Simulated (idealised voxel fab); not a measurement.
Process module, titled voxel gate over fins
The cross-section on display is named cut; it measures 235 nm wide, and its cells are 5 nm squares.
If you're reading a cross-section in this doc, picture square cells in a grid; it comes to you as bands, top ones listed first down to the bottom, and a band can be one or more rows of cells. Per band: top height and bottom height in nm, followed by the left-to-right materials and their widths in nm; "everywhere" marks a single material spanning edge to edge, "air" marks empty space. Heights from 0 (as-received wafer is one material below). Bottom band endless downward, as "0 -> down". The expression "30 to 40" gives the width at the extremes of the band, the first number at its top row of cells and the second at its bottom row, with the width changing by equal amounts from each row to the next in between. "stayed the same" (step): cross-section cells unchanged, all of them. "Closed cavity list" specifies each empty space that is not open to the top and that occupies no fewer than 8 cells, using the form width x height at distance, the distance measured from the left edge and all three quantities in nm. It should be noted that, on the line of a given step, the content following the step's settings is a remark produced by the simulator itself with respect to that step. Each step line may optionally specify "overlay nm", which for a step with a mask gives the rightward distance between the mask's planned place and where it lay, a negative value indicating the leftward direction.

Steps planned for the process:
1) RECEIVE: material Si
2) CONFORMAL_DEP: material SiN, thk nm 10
3) DIRECTIONAL_DEP: material aC, thk nm 15
4) PATTERN: tone cover, mask id FINS, material resist, width nm 15, pitch nm 40, thk nm 35, overlay nm 0
5) DIRECTIONAL_ETCH: etch materials aC, depth nm 15
6) STRIP: etch materials resist
7) DIRECTIONAL_ETCH: etch materials SiN, depth nm 10
8) DIRECTIONAL_ETCH: etch materials Si, depth nm 40
9) STRIP: etch materials aC
10) FILL_DEP: material SiO2, thk nm 5
11) CMP: height nm 10
12) SELECTIVE_ETCH: etch materials SiO2, depth nm 25
13) STRIP: etch materials SiN
14) CONFORMAL_DEP: material HfO2, thk nm 5
15) CONFORMAL_DEP: material TiN, thk nm 5
16) CONFORMAL_DEP: material TiAl, thk nm 5
17) CONFORMAL_DEP: material TiN, thk nm 5
18) FILL_DEP: material W, thk nm 10
19) CMP: height nm 25
20) CONFORMAL_DEP: material SiN, thk nm 10

As-received state of the wafer in cross-section, equivalent to post-step 1:
    0 -> down = Si everywhere
    Closed cavity list: none

Look at the cross-section after the module: the wafer started out the way shown above and the plan was the one shown above, yet one mistake was made along the way:
    35 -> 25 = SiN everywhere
    25 -> 20 = W everywhere
    20 -> 15 = W 70 nm | TiN 95 nm | W 70 nm
    15 -> 10 = W 70 nm | TiN 5 nm | TiAl 85 nm | TiN 5 nm | W 70 nm
    10 -> 5 = W 70 nm | TiN 5 nm | TiAl 5 nm | HfO2 35 nm | TiAl 5 nm | HfO2 35 nm | TiAl 5 nm | TiN 5 nm | W 70 nm
    5 -> 0 = TiN 75 nm | TiAl 5 nm | HfO2 5 nm | TiN 25 nm | HfO2 5 nm | TiAl 5 nm | HfO2 5 nm | TiN 25 nm | HfO2 5 nm | TiAl 5 nm | TiN 75 nm
    0 -> -5 = TiAl 80 nm | HfO2 5 nm | TiN 5 nm | Si 15 nm | TiN 5 nm | HfO2 5 nm | TiAl 5 nm | HfO2 5 nm | TiN 5 nm | Si 15 nm | TiN 5 nm | HfO2 5 nm | TiAl 80 nm
    -5 -> -10 = HfO2 85 nm | TiN 5 nm | Si 15 nm | TiN 5 nm | HfO2 15 nm | TiN 5 nm | Si 15 nm | TiN 5 nm | HfO2 85 nm
    -10 -> -15 = TiN 90 nm | Si 15 nm | TiN 25 nm | Si 15 nm | TiN 90 nm
    -15 -> -40 = SiO2 90 nm | Si 15 nm | SiO2 25 nm | Si 15 nm | SiO2 90 nm
    -40 -> down = Si everywhere
    Closed cavity list: none
What was done differently from what was planned? it was found that steps 14 and 15 of the process plan had been performed in exchanged positions
